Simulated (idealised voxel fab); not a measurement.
The name of this process module is voxel wiring stack.
Displayed cross-section: cut, width of 275 nm, square cells sized 5 nm.
In this document a cross-section is written as a grid of square cells. It is given as a series of bands, listed from the top down, and a band is one or more rows of cells.
Band: top height; bottom height; in nm. Then, left to right: material with width in nm, for each material. "throughout": a single material spanning edge to edge. "air": empty space.
Ref level 0: as-received wafer is one material below here. Bottom band extends down with no lower bound ("from 0 down").
When a width is written as two numbers, as in "30->40", the first number is the width in the top row of cells of the band and the second is the width in its bottom row, and the width changes by the same amount from each row to the next.
Key: "remained unchanged" - step with no changed cell in the cross-section.
The label "Catalogued sealed voids" introduces a list of the empty spaces, 8 cells or larger, that have no open way up to the top; each entry in it reads width x height at distance, where the distance is taken from the left edge and all three are stated in nm.
Post-settings text on a step line: simulator's own remark regarding the step.
overlay nm: right-of-plan distance of the mask on a masked step; negative values mean left-of-plan.

Process steps (planned)
1 RECEIVE (material Si)
2 CONFORMAL_DEP (material SiO2; thk nm 10)
3 CONFORMAL_DEP (material SiN; thk nm 5)
4 DIRECTIONAL_DEP (material lowk; thk nm 15)
5 MASKED_ETCH (tone open; mask id METAL_1; width nm 30; pitch nm 60; etch materials lowk; depth nm 15; overlay nm 0)
6 MASKED_ETCH (tone open; mask id METAL_1; width nm 30; pitch nm 60; etch materials SiN; depth nm 5; overlay nm 0)
7 CONFORMAL_DEP (material TiN; thk nm 5)
8 FILL_DEP (material W; thk nm 10)
9 CMP (height nm 30)
10 CONFORMAL_DEP (material SiCN; thk nm 5)
11 DIRECTIONAL_DEP (material lowk; thk nm 10)
12 DIRECTIONAL_DEP (material aC; thk nm 15)
13 PATTERN (tone open; mask id PLUG_1; material resist; width nm 15; pitch nm 120; thk nm 35; overlay nm 0)
14 DIRECTIONAL_ETCH (etch materials aC; depth nm 15)
15 STRIP (etch materials resist)
16 DIRECTIONAL_ETCH (etch materials lowk; depth nm 10)
17 DIRECTIONAL_ETCH (etch materials SiCN; depth nm 5)
18 STRIP (etch materials aC)
19 CONFORMAL_DEP (material TiN; thk nm 5)
20 FILL_DEP (material Ru; thk nm 5)
21 CMP (height nm 45)
22 DIRECTIONAL_DEP (material TiN; thk nm 5)
23 DIRECTIONAL_DEP (material W; thk nm 15)
24 MASKED_ETCH (tone cover; mask id METAL_2; width nm 30; pitch nm 60; etch materials W; depth nm 15; overlay nm 0)
25 MASKED_ETCH (tone cover; mask id METAL_2; width nm 30; pitch nm 60; etch materials TiN; depth nm 5; overlay nm 0)
26 CONFORMAL_DEP (material SiCN; thk nm 5)
27 FILL_DEP (material SiO2; thk nm 5)
28 CMP (height nm 65)
29 CONFORMAL_DEP (material SiCN; thk nm 5)
30 DIRECTIONAL_DEP (material SiO2; thk nm 25)
31 DIRECTIONAL_DEP (material aC; thk nm 15)
32 PATTERN (tone open; mask id METAL_3_HOLES; material resist; width nm 15; pitch nm 60; thk nm 35; overlay nm 0)
33 DIRECTIONAL_ETCH (etch materials aC; depth nm 15)
34 STRIP (etch materials resist)
35 DIRECTIONAL_ETCH (etch materials SiO2; depth nm 25)
36 STRIP (etch materials aC)
37 DIRECTIONAL_DEP (material aC; thk nm 10)
38 PATTERN (tone open; mask id METAL_3; material resist; width nm 30; pitch nm 60; thk nm 30; overlay nm 0)
39 DIRECTIONAL_ETCH (etch materials aC; depth nm 10)
40 STRIP (etch materials resist)
41 DIRECTIONAL_ETCH (etch materials SiO2; depth nm 15)
42 DIRECTIONAL_ETCH (etch materials SiCN; depth nm 5)
43 STRIP (etch materials aC)
44 CONFORMAL_DEP (material TiN; thk nm 5)
45 FILL_DEP (material Cu; thk nm 5)
46 CMP (height nm 95)
47 CONFORMAL_DEP (material SiCN; thk nm 5)

Cross-section of the wafer at receipt, which is the condition after step 1
* from 0 down | Si throughout
* Catalogued sealed voids: none

First wafer of two, sectioned at end of module; run went per plan
* from 100 to 95 | SiCN throughout
* from 95 to 85 | 30 nm SiO2 / 5 nm TiN / 20 nm Cu / 5 nm TiN / 30 nm SiO2 / 5 nm TiN / 20 nm Cu / 5 nm TiN / 30 nm SiO2 / 5 nm TiN / 20 nm Cu / 5 nm TiN / 30 nm SiO2 / 5 nm TiN / 20 nm Cu / 5 nm TiN / 35 nm SiO2
* from 85 to 80 | 30 nm SiO2 / 5 nm TiN / 5 nm Cu / 20 nm TiN / 30 nm SiO2 / 5 nm TiN / 5 nm Cu / 20 nm TiN / 30 nm SiO2 / 5 nm TiN / 5 nm Cu / 20 nm TiN / 30 nm SiO2 / 5 nm TiN / 5 nm Cu / 20 nm TiN / 35 nm SiO2
* from 80 to 70 | 30 nm SiO2 / 5 nm TiN / 5 nm Cu / 5 nm TiN / 45 nm SiO2 / 5 nm TiN / 5 nm Cu / 5 nm TiN / 45 nm SiO2 / 5 nm TiN / 5 nm Cu / 5 nm TiN / 45 nm SiO2 / 5 nm TiN / 5 nm Cu / 5 nm TiN / 50 nm SiO2
* from 70 to 65 | 30 nm SiCN / 15 nm TiN / 45 nm SiCN / 15 nm TiN / 45 nm SiCN / 15 nm TiN / 45 nm SiCN / 15 nm TiN / 50 nm SiCN
* from 65 to 50 | 25 nm SiO2 / 5 nm SiCN / 30 nm W / 5 nm SiCN / 20 nm SiO2 / 5 nm SiCN / 30 nm W / 5 nm SiCN / 20 nm SiO2 / 5 nm SiCN / 30 nm W / 5 nm SiCN / 20 nm SiO2 / 5 nm SiCN / 30 nm W / 5 nm SiCN / 30 nm SiO2
* from 50 to 45 | 30 nm SiCN / 30 nm TiN / 30 nm SiCN / 30 nm TiN / 30 nm SiCN / 30 nm TiN / 30 nm SiCN / 30 nm TiN / 35 nm SiCN
* from 45 to 35 | 30 nm lowk / 5 nm TiN / 5 nm Ru / 5 nm TiN / 105 nm lowk / 5 nm TiN / 5 nm Ru / 5 nm TiN / 110 nm lowk
* from 35 to 30 | 30 nm SiCN / 15 nm TiN / 105 nm SiCN / 15 nm TiN / 110 nm SiCN
* from 30 to 15 | 30 nm lowk / 5 nm TiN / 20 nm W / 5 nm TiN / 30 nm lowk / 5 nm TiN / 20 nm W / 5 nm TiN / 30 nm lowk / 5 nm TiN / 20 nm W / 5 nm TiN / 30 nm lowk / 5 nm TiN / 20 nm W / 5 nm TiN / 35 nm lowk
* from 15 to 10 | 30 nm SiN / 30 nm TiN / 30 nm SiN / 30 nm TiN / 30 nm SiN / 30 nm TiN / 30 nm SiN / 30 nm TiN / 35 nm SiN
* from 10 to 0 | SiO2 throughout
* from 0 down | Si throughout
* Catalogued sealed voids: none

Second wafer cross-section at end of module - shared start and plan with the first, one mistake in the run
* from 100 to 95 | SiCN throughout
* from 95 to 85 | 30 nm SiO2 / 5 nm TiN / 20 nm Cu / 5 nm TiN / 30 nm SiO2 / 5 nm TiN / 20 nm Cu / 5 nm TiN / 30 nm SiO2 / 5 nm TiN / 20 nm Cu / 5 nm TiN / 30 nm SiO2 / 5 nm TiN / 20 nm Cu / 5 nm TiN / 35 nm SiO2
* from 85 to 80 | 30 nm SiO2 / 5 nm TiN / 5 nm Cu / 20 nm TiN / 30 nm SiO2 / 5 nm TiN / 5 nm Cu / 20 nm TiN / 30 nm SiO2 / 5 nm TiN / 5 nm Cu / 20 nm TiN / 30 nm SiO2 / 5 nm TiN / 5 nm Cu / 20 nm TiN / 35 nm SiO2
* from 80 to 70 | 30 nm SiO2 / 5 nm TiN / 5 nm Cu / 5 nm TiN / 45 nm SiO2 / 5 nm TiN / 5 nm Cu / 5 nm TiN / 45 nm SiO2 / 5 nm TiN / 5 nm Cu / 5 nm TiN / 45 nm SiO2 / 5 nm TiN / 5 nm Cu / 5 nm TiN / 50 nm SiO2
* from 70 to 60 | 30 nm SiCN / 15->30 nm TiN / 45->30 nm SiCN / 15->30 nm TiN / 45->30 nm SiCN / 15->30 nm TiN / 45->30 nm SiCN / 15->30 nm TiN / 50->35 nm SiCN
* from 60 to 45 | W throughout
* from 45 to 35 | 30 nm lowk / 5 nm TiN / 5 nm Ru / 5 nm TiN / 105 nm lowk / 5 nm TiN / 5 nm Ru / 5 nm TiN / 110 nm lowk
* from 35 to 30 | 30 nm SiCN / 15 nm TiN / 105 nm SiCN / 15 nm TiN / 110 nm SiCN
* from 30 to 15 | 30 nm lowk / 5 nm TiN / 20 nm W / 5 nm TiN / 30 nm lowk / 5 nm TiN / 20 nm W / 5 nm TiN / 30 nm lowk / 5 nm TiN / 20 nm W / 5 nm TiN / 30 nm lowk / 5 nm TiN / 20 nm W / 5 nm TiN / 35 nm lowk
* from 15 to 10 | 30 nm SiN / 30 nm TiN / 30 nm SiN / 30 nm TiN / 30 nm SiN / 30 nm TiN / 30 nm SiN / 30 nm TiN / 35 nm SiN
* from 10 to 0 | SiO2 throughout
* from 0 down | Si throughout
* Catalogued sealed voids: none
Deviation from plan: the processing plan was not followed for steps 22 and 23, which were run with their positions exchanged
Heads up, by the end the second wafer has more or fewer cells of some materials compared to the first: SiCN -24, SiO2 -69, W +93
